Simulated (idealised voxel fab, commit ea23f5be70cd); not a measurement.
This is a process module. Its name is voxel plated lines.
The width of the displayed cross-section, cut, is 270 nm; its cells are square, with a size of 5 nm.
If you're reading a cross-section in this doc, picture square cells in a grid; it comes to you as bands, top ones listed first down to the bottom, and a band can be one or more rows of cells. What a band's entry tells you: where the top is and where the bottom is, as heights in nm, and after that what lies inside, material by material from left to right, each with its width in nm. Empty space is written as the word "air", and a single material marked with the word "everywhere" occupies the band from edge to edge. Note: height 0 marks the level under which the wafer is uniformly one material as received. Lowest band unbounded below, written "0 -> down". Width spec "30->40" -> top row of cells at first value, bottom row at second value, equal per-row change in between. Basically "nothing changed" means that step didn't change any cell in the cross-section. So "Sealed voids" is basically the list of trapped voids: any empty space of 8 cells or more that can't reach the top through an opening. They're written width x height at distance, the distance being from the left edge, and it's all nm. Step line, after settings: the simulator's comment on this step. The setting "overlay nm" may be written on the line of a step. When the step uses a mask, the value reports how far to the right of the planned place the mask lay, and a negative value reports that it lay to the left.

Process steps foreseen in the plan:
1 RECEIVE, material Si
2 CONFORMAL_DEP, material SiO2, thk nm 15
3 DIRECTIONAL_DEP, material TiN, thk nm 5
4 PATTERN, tone open, mask id LINES, material resist, width nm 15, pitch nm 35, thk nm 15, overlay nm 0
5 EPI, material Ru, thk nm 10
6 STRIP, etch materials resist
7 DIRECTIONAL_ETCH, etch materials TiN, depth nm 5
8 CONFORMAL_DEP, material SiO2, thk nm 10

First of two wafers - as planned:

Incoming wafer, cross-sectional view, post step 1:
	0 -> down = Si everywhere
	Sealed voids: none

Cross-section: wafer state after step 2:
	15 -> 0 = SiO2 everywhere
	Lower than 0, everything is as it was.

Cross-section: wafer state after step 3:
	20 -> 15 = TiN everywhere
	Lower than 15, everything is as it was.

Cross-section: wafer state after step 4:
	35 -> 20 = 90 resist, then 15 air, then 20 resist, then 15 air, then 20 resist, then 15 air, then 95 resist
	Lower than 20, everything is as it was.

Cross-section: wafer state after step 5:
	35 -> 30 = 90 resist, then 15 air, then 20 resist, then 15 air, then 20 resist, then 15 air, then 95 resist
	30 -> 20 = 90 resist, then 15 Ru, then 20 resist, then 15 Ru, then 20 resist, then 15 Ru, then 95 resist
	Lower than 20, everything is as it was.

Cross-section: wafer state after step 6:
	30 -> 20 = 90 air, then 15 Ru, then 20 air, then 15 Ru, then 20 air, then 15 Ru, then 95 air
	Lower than 20, everything is as it was.

Cross-section: wafer state after step 7:
	30 -> 20 = 90 air, then 15 Ru, then 20 air, then 15 Ru, then 20 air, then 15 Ru, then 95 air
	20 -> 15 = 90 air, then 15 TiN, then 20 air, then 15 TiN, then 20 air, then 15 TiN, then 95 air
	Lower than 15, everything is as it was.

Cross-section: wafer state after step 8:
	40 -> 30 = 80 air, then 105 SiO2, then 85 air
	30 -> 25 = 80 air, then 10 SiO2, then 15 Ru, then 20 SiO2, then 15 Ru, then 20 SiO2, then 15 Ru, then 10 SiO2, then 85 air
	25 -> 20 = 90 SiO2, then 15 Ru, then 20 SiO2, then 15 Ru, then 20 SiO2, then 15 Ru, then 95 SiO2
	20 -> 15 = 90 SiO2, then 15 TiN, then 20 SiO2, then 15 TiN, then 20 SiO2, then 15 TiN, then 95 SiO2
	Lower than 15, everything is as it was.

Second wafer, same starting state and plan as the first, one mistake in the run, identical through step 3:

Second wafer: cross-section at the scheduled end of step 4:
	35 -> 20 = 90 resist, then 20 air, then 15 resist, then 20 air, then 15 resist, then 20 air, then 90 resist
	Lower than 20, everything is as it was.

Second wafer: cross-section at the scheduled end of step 5:
	35 -> 30 = 90 resist, then 20 air, then 15 resist, then 20 air, then 15 resist, then 20 air, then 90 resist
	30 -> 20 = 90 resist, then 20 Ru, then 15 resist, then 20 Ru, then 15 resist, then 20 Ru, then 90 resist
	Lower than 20, everything is as it was.

Second wafer: cross-section at the scheduled end of step 6:
	30 -> 20 = 90 air, then 20 Ru, then 15 air, then 20 Ru, then 15 air, then 20 Ru, then 90 air
	Lower than 20, everything is as it was.

Second wafer: cross-section at the scheduled end of step 7:
	30 -> 20 = 90 air, then 20 Ru, then 15 air, then 20 Ru, then 15 air, then 20 Ru, then 90 air
	20 -> 15 = 90 air, then 20 TiN, then 15 air, then 20 TiN, then 15 air, then 20 TiN, then 90 air
	Lower than 15, everything is as it was.

Second wafer: cross-section at the scheduled end of step 8:
	40 -> 30 = 80 air, then 110 SiO2, then 80 air
	30 -> 25 = 80 air, then 10 SiO2, then 20 Ru, then 15 SiO2, then 20 Ru, then 15 SiO2, then 20 Ru, then 10 SiO2, then 80 air
	25 -> 20 = 90 SiO2, then 20 Ru, then 15 SiO2, then 20 Ru, then 15 SiO2, then 20 Ru, then 90 SiO2
	20 -> 15 = 90 SiO2, then 20 TiN, then 15 SiO2, then 20 TiN, then 15 SiO2, then 20 TiN, then 90 SiO2
	Lower than 15, everything is as it was.
Deviation noted in wafer processing: step 4 ran with different settings than intended, the actual operation and settings being PATTERN, tone open, mask id LINES, material resist, width nm 20, pitch nm 35, thk nm 15, overlay nm 0
Cell-count delta at end, second wafer over first, by material: +6 Ru, -6 SiO2, +3 TiN
